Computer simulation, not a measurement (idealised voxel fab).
This section sets out a process module, namely voxel gate over fins.
This is section cut - it's 235 nm across, gridded in 5 nm square cells.
Cross-section, as written here: a square-cell grid given band by band from the top down, where a band holds one or more rows of cells.
Heads up on the band format: heights come first, top then bottom, in nm. After that it's the materials left to right, each with its width in nm. A single material flagged "edge to edge" fills the whole band edge to edge, and "blank" means there's empty space there.
We count height from 0. Below that, the starting wafer is all one material. The lowest band never ends at the bottom but goes on down; see "from 0 down" for how that is written.
A width such as "30..40" changes by the same amount from each row of cells to the next, from the band's top row to its bottom row.
Where the words "nothing changed" appear for a step, the cross-section shows no cell changed by that step; every cell remained as before.
Closed-off voids of 8+ cells (no open route to the top) go in "Sealed void listing", written width x height at distance from the left edge, in nm.
after a step's settings: what the simulator itself notes on the step
The "overlay nm" setting may appear on a step's line; for a step that uses a mask, it gives how far to the right of its planned position the mask lay, and a negative value indicates the left.

Listed below are the process steps as planned:
- 1: RECEIVE (material Si)
- 2: CONFORMAL_DEP (material SiN; thk nm 10)
- 3: PATTERN (tone cover; mask id FINS; material resist; width nm 15; pitch nm 45; thk nm 20; overlay nm 0)
- 4: DIRECTIONAL_ETCH (etch materials SiN; depth nm 10)
- 5: DIRECTIONAL_ETCH (etch materials Si; depth nm 40)
- 6: STRIP (etch materials resist)
- 7: FILL_DEP (material SiO2; thk nm 5)
- 8: CMP (height nm 10)
- 9: SELECTIVE_ETCH (etch materials SiO2; depth nm 25)
- 10: STRIP (etch materials SiN)
- 11: CONFORMAL_DEP (material HfO2; thk nm 5)
- 12: CONFORMAL_DEP (material TiN; thk nm 5)
- 13: CONFORMAL_DEP (material TiAl; thk nm 5)
- 14: CONFORMAL_DEP (material TiN; thk nm 5)
- 15: FILL_DEP (material W; thk nm 15)
- 16: CMP (height nm 30)
- 17: CONFORMAL_DEP (material SiN; thk nm 5)

The cross-section here shows the wafer as received, i.e. in its state after step 1:
from 0 down = Si edge to edge
Sealed void listing: none

Post-module cross-section of the first of two wafers (run per plan):
from 35 to 30 = SiN edge to edge
from 30 to 20 = W edge to edge
from 20 to 15 = W 65, then TiN 100, then W 70
from 15 to 10 = W 65, then TiN 5, then TiAl 90, then TiN 5, then W 70
from 10 to 5 = W 65, then TiN 5, then TiAl 5, then TiN 35, then TiAl 10, then TiN 35, then TiAl 5, then TiN 5, then W 70
from 5 to 0 = TiN 70, then TiAl 5, then TiN 5, then HfO2 25, then TiN 5, then TiAl 10, then TiN 5, then HfO2 25, then TiN 5, then TiAl 5, then TiN 75
from 0 to -5 = TiAl 75, then TiN 5, then HfO2 5, then Si 15, then HfO2 5, then TiN 5, then TiAl 10, then TiN 5, then HfO2 5, then Si 15, then HfO2 5, then TiN 5, then TiAl 80
from -5 to -10 = TiN 80, then HfO2 5, then Si 15, then HfO2 5, then TiN 20, then HfO2 5, then Si 15, then HfO2 5, then TiN 85
from -10 to -15 = HfO2 85, then Si 15, then HfO2 30, then Si 15, then HfO2 90
from -15 to -40 = SiO2 85, then Si 15, then SiO2 30, then Si 15, then SiO2 90
from -40 down = Si edge to edge
Sealed void listing: none

Cross-sectional view of the second of two wafers upon completion of the module. This wafer shared its starting condition and process plan with the first; one error was made during its execution:
from 35 to 30 = SiN edge to edge
from 30 to 20 = W edge to edge
from 20 to 15 = W 65, then TiN 100, then W 70
from 15 to 10 = W 65, then TiN 5, then TiAl 90, then TiN 5, then W 70
from 10 to 5 = W 65, then TiN 5, then TiAl 5, then HfO2 35, then TiAl 10, then HfO2 35, then TiAl 5, then TiN 5, then W 70
from 5 to 0 = TiN 70, then TiAl 5, then HfO2 5, then TiN 25, then HfO2 5, then TiAl 10, then HfO2 5, then TiN 25, then HfO2 5, then TiAl 5, then TiN 75
from 0 to -5 = TiAl 75, then HfO2 5, then TiN 5, then Si 15, then TiN 5, then HfO2 5, then TiAl 10, then HfO2 5, then TiN 5, then Si 15, then TiN 5, then HfO2 5, then TiAl 80
from -5 to -10 = HfO2 80, then TiN 5, then Si 15, then TiN 5, then HfO2 20, then TiN 5, then Si 15, then TiN 5, then HfO2 85
from -10 to -15 = TiN 85, then Si 15, then TiN 30, then Si 15, then TiN 90
from -15 to -40 = SiO2 85, then Si 15, then SiO2 30, then Si 15, then SiO2 90
from -40 down = Si edge to edge
Sealed void listing: none
Error vs. plan: swap of plan steps 11 and 12 during execution
Both wafers, final: cells per material equal; arrangement not.
